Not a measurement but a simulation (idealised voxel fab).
process module | voxel air gaps
Pictured: cross-section cut, 215 nm wide, on a grid of 5 nm square cells.
Cross-section spec: square-cell grid; bands listed top down; each band is one or more rows.
The band entry comprises the height of the band's top followed by the height of its bottom, expressed in nm, and subsequently the band's materials from left to right, each stated together with its width in nm. Where a single material is marked with the word "throughout", that material fills the band from edge to edge. The word "empty" represents empty space.
Basically, 0 is our baseline, since under it the wafer straight out of the box is all one material. The bottom band has no lower end and keeps on going down, so it looks like "0..down".
Width spec "30..40" -> top row of cells at first value, bottom row at second value, equal per-row change in between.
"same as before" means the step left every cell of the cross-section as it was.
Basically, "Entrapped void list" tells you about the enclosed voids: empty spaces with no open way to the top, 8 cells or bigger, each written width x height at distance, where distance is from the left edge, all in nm.
Text after the settings on a step's line: the simulator's own remark on that step.
Each step line may optionally specify "overlay nm", which for a step with a mask gives the rightward distance between the mask's planned place and where it lay, a negative value indicating the leftward direction.
BELOW IS THE LIST OF PLANNED PROCESS STEPS
1. RECEIVE,material Si
2. CONFORMAL_DEP,material SiO2,thk nm 15
3. CONFORMAL_DEP,material SiN,thk nm 5
4. DIRECTIONAL_DEP,material SiO2,thk nm 40
5. MASKED_ETCH,tone open,mask id LINES,width nm 25,pitch nm 55,etch materials SiO2,depth nm 40,overlay nm -15
6. CONFORMAL_DEP,material TiN,thk nm 5
7. FILL_DEP,material Cu,thk nm 5
8. CMP,height nm 60
9. EPI,material Ru,thk nm 10
10. SELECTIVE_ETCH,etch materials SiO2,depth nm 50
11. CONFORMAL_DEP,material SiCN,thk nm 5
Be aware that, although all wafers share a common starting state, the overlay nm at step 5 differs among them, and the plan displays the first wafer's value.
THE FIRST OF SEVERAL WAFERS AS RECEIVED, SHOWN IN CROSS-SECTION; THIS IS ITS STATE AFTER STEP 1
> 0..down = Si throughout
> Entrapped void list: none
LAST STEP OF THE MODULE IS STEP 11; AFTER IT, THE FIRST OF SEVERAL WAFERS IN CROSS-SECTION
> 75..70 = 10 empty / 165 SiCN / 40 empty
> 70..60 = 10 empty / 5 SiCN / 45 Ru / 10 SiCN / 45 Ru / 10 SiCN / 45 Ru / 5 SiCN / 40 empty
> 60..55 = 10 empty / 15 SiCN / 5 TiN / 15 Cu / 5 TiN / 30 SiCN / 5 TiN / 15 Cu / 5 TiN / 30 SiCN / 5 TiN / 15 Cu / 5 TiN / 15 SiCN / 40 empty
> 55..25 = 20 empty / 5 SiCN / 5 TiN / 15 Cu / 5 TiN / 5 SiCN / 20 empty / 5 SiCN / 5 TiN / 15 Cu / 5 TiN / 5 SiCN / 20 empty / 5 SiCN / 5 TiN / 15 Cu / 5 TiN / 5 SiCN / 50 empty
> 25..20 = 25 SiCN / 25 TiN / 30 SiCN / 25 TiN / 30 SiCN / 25 TiN / 55 SiCN
> 20..15 = SiN throughout
> 15..0 = SiO2 throughout
> 0..down = Si throughout
> Entrapped void list: 20 x 30 at 55; 20 x 30 at 110
CROSS-SECTIONAL DEPICTION OF THE LAST OF SEVERAL WAFERS UPON COMPLETION OF THE MODULE
> 75..70 = 40 empty / 165 SiCN / 10 empty
> 70..60 = 40 empty / 5 SiCN / 45 Ru / 10 SiCN / 45 Ru / 10 SiCN / 45 Ru / 5 SiCN / 10 empty
> 60..55 = 40 empty / 15 SiCN / 5 TiN / 15 Cu / 5 TiN / 30 SiCN / 5 TiN / 15 Cu / 5 TiN / 30 SiCN / 5 TiN / 15 Cu / 5 TiN / 15 SiCN / 10 empty
> 55..25 = 50 empty / 5 SiCN / 5 TiN / 15 Cu / 5 TiN / 5 SiCN / 20 empty / 5 SiCN / 5 TiN / 15 Cu / 5 TiN / 5 SiCN / 20 empty / 5 SiCN / 5 TiN / 15 Cu / 5 TiN / 5 SiCN / 20 empty
> 25..20 = 55 SiCN / 25 TiN / 30 SiCN / 25 TiN / 30 SiCN / 25 TiN / 25 SiCN
> 20..15 = SiN throughout
> 15..0 = SiO2 throughout
> 0..down = Si throughout
> Entrapped void list: 20 x 30 at 85; 20 x 30 at 140
WHERE EACH WAFER STANDS AT THE END OF THE MODULE, A ROW APIECE: CELLS OF EACH MATERIAL GAINED (+) OR LOST (-) SINCE IT WAS RECEIVED, THEN CLOSED VOIDS
overlay nm -15, +63 Cu, +54 Ru, +127 SiCN, +43 SiN, +129 SiO2, +57 TiN, Entrapped void list: 20 x 30 at 55; 20 x 30 at 110
overlay nm -10, +63 Cu, +54 Ru, +127 SiCN, +43 SiN, +129 SiO2, +57 TiN, Entrapped void list: 20 x 30 at 60; 20 x 30 at 115
overlay nm -5, +63 Cu, +54 Ru, +127 SiCN, +43 SiN, +129 SiO2, +57 TiN, Entrapped void list: 20 x 30 at 65; 20 x 30 at 120
overlay nm 0, +63 Cu, +54 Ru, +127 SiCN, +43 SiN, +129 SiO2, +57 TiN, Entrapped void list: 20 x 30 at 70; 20 x 30 at 125
overlay nm 5, +63 Cu, +54 Ru, +127 SiCN, +43 SiN, +129 SiO2, +57 TiN, Entrapped void list: 20 x 30 at 75; 20 x 30 at 130
overlay nm 10, +63 Cu, +54 Ru, +127 SiCN, +43 SiN, +129 SiO2, +57 TiN, Entrapped void list: 20 x 30 at 80; 20 x 30 at 135
overlay nm 15, +63 Cu, +54 Ru, +127 SiCN, +43 SiN, +129 SiO2, +57 TiN, Entrapped void list: 20 x 30 at 85; 20 x 30 at 140
